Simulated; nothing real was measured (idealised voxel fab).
Process module heading - voxel self aligned contacts
The figure presents cross-section cut, which has a width of 280 nm and is divided into square cells with an edge length of 5 nm.
Heads up, the way a cross-section reads in here is a grid of square cells, handed over as bands from the top down, with every band being one or more rows of cells. In this notation a band is specified by the heights of its top and bottom, in that order and in nm, after which its materials appear from left to right, each paired with its width in nm. The word "all across" attached to a single material means that material fills the band from edge to edge; the word "empty" stands for empty space. It should be noted that heights are counted from 0, beneath which the wafer as supplied is of one material throughout, and that the lowest band possesses no lower boundary but continues downward, as written in "0 down". Graded width ("30->40"): value in top row of band = first number; value in bottom row = second number; row-to-row change constant. Any step labelled "same as before" changed none of the cells in the cross-section. The entry "Catalogued sealed voids" lists the empty spaces that cover at least 8 cells and have no open path to the top. Each is written as width x height at distance, where the distance is measured from the left edge and all three values are in nm. Where a step's line continues beyond its settings, the continuation is a remark by the simulator itself on that step. The line of a step may include "overlay nm". On a step with a mask, this value is how far to the right of its planned place the mask lay. A negative value means the mask lay to the left.
**Planned step list for the process**
1) RECEIVE (material Si)
2) CONFORMAL_DEP (material SiO2; thk nm 5)
3) DIRECTIONAL_DEP (material polySi; thk nm 30)
4) DIRECTIONAL_DEP (material SiN; thk nm 20)
5) MASKED_ETCH (tone cover; mask id GATE; width nm 25; pitch nm 50; etch materials SiN; depth nm 20; overlay nm 0)
6) MASKED_ETCH (tone cover; mask id GATE; width nm 25; pitch nm 50; etch materials polySi; depth nm 30; overlay nm 0)
7) CONFORMAL_DEP (material SiN; thk nm 5)
8) DIRECTIONAL_ETCH (etch materials SiN; depth nm 5)
9) FILL_DEP (material SiO2; thk nm 20)
10) CMP (height nm 65)
11) PATTERN (tone open; mask id CONTACT; material resist; width nm 35; pitch nm 50; thk nm 15; overlay nm 0)
12) DIRECTIONAL_ETCH (etch materials SiO2; depth nm 65)
13) STRIP (etch materials resist)
14) CONFORMAL_DEP (material TiN; thk nm 5)
15) FILL_DEP (material W; thk nm 10)
16) CMP (height nm 65)
17) CONFORMAL_DEP (material SiCN; thk nm 5)
**Incoming wafer, cross-sectional view, post step 1**
  0 down  Si all across
  Catalogued sealed voids: none
**First of two wafers at the end of the module, shown in cross-section; run carried out as planned**
  70 to 65  SiCN all across
  65 to 55  SiO2 95 nm; TiN 5->15 nm; W 25->5 nm; TiN 5->15 nm; SiO2 15 nm; TiN 5->15 nm; W 25->5 nm; TiN 5->15 nm; SiO2 100 nm
  55 to 35  SiO2 70 nm; SiN 35 nm; TiN 5 nm; W 5 nm; TiN 5 nm; SiN 35 nm; TiN 5 nm; W 5 nm; TiN 5 nm; SiN 35 nm; SiO2 75 nm
  35 to 5  SiO2 70 nm; SiN 5 nm; polySi 25 nm; SiN 5 nm; TiN 5 nm; W 5 nm; TiN 5 nm; SiN 5 nm; polySi 25 nm; SiN 5 nm; TiN 5 nm; W 5 nm; TiN 5 nm; SiN 5 nm; polySi 25 nm; SiN 5 nm; SiO2 75 nm
  5 to 0  SiO2 105 nm; TiN 15 nm; SiO2 35 nm; TiN 15 nm; SiO2 110 nm
  0 down  Si all across
  Catalogued sealed voids: none
**Module end: cross-section of wafer two of two. Same start and process plan as the first wafer. One mistake during execution**
  70 to 65  SiCN all across
  65 to 60  W 90 nm; TiN 5 nm; SiO2 35 nm; TiN 5 nm; W 5 nm; TiN 5 nm; SiO2 35 nm; TiN 5 nm; W 95 nm
  60 to 55  W 65 nm; TiN 30 nm; SiO2 35 nm; TiN 15 nm; SiO2 35 nm; TiN 30 nm; W 70 nm
  55 to 35  W 65 nm; TiN 5 nm; SiN 35 nm; SiO2 15 nm; SiN 35 nm; SiO2 15 nm; SiN 35 nm; TiN 5 nm; W 70 nm
  35 to 5  W 65 nm; TiN 5 nm; SiN 5 nm; polySi 25 nm; SiN 5 nm; SiO2 15 nm; SiN 5 nm; polySi 25 nm; SiN 5 nm; SiO2 15 nm; SiN 5 nm; polySi 25 nm; SiN 5 nm; TiN 5 nm; W 70 nm
  5 to 0  TiN 70 nm; SiO2 135 nm; TiN 75 nm
  0 down  Si all across
  Catalogued sealed voids: none
Short version of what went wrong: step 11 was processed under conditions differing from the plan, specifically as PATTERN (tone cover; mask id CONTACT; material resist; width nm 35; pitch nm 50; thk nm 15; overlay nm 0)
Per the end-of-run cell counts, the second wafer holds more or fewer of some materials than the first: -309 SiO2, +6 TiN, +303 W
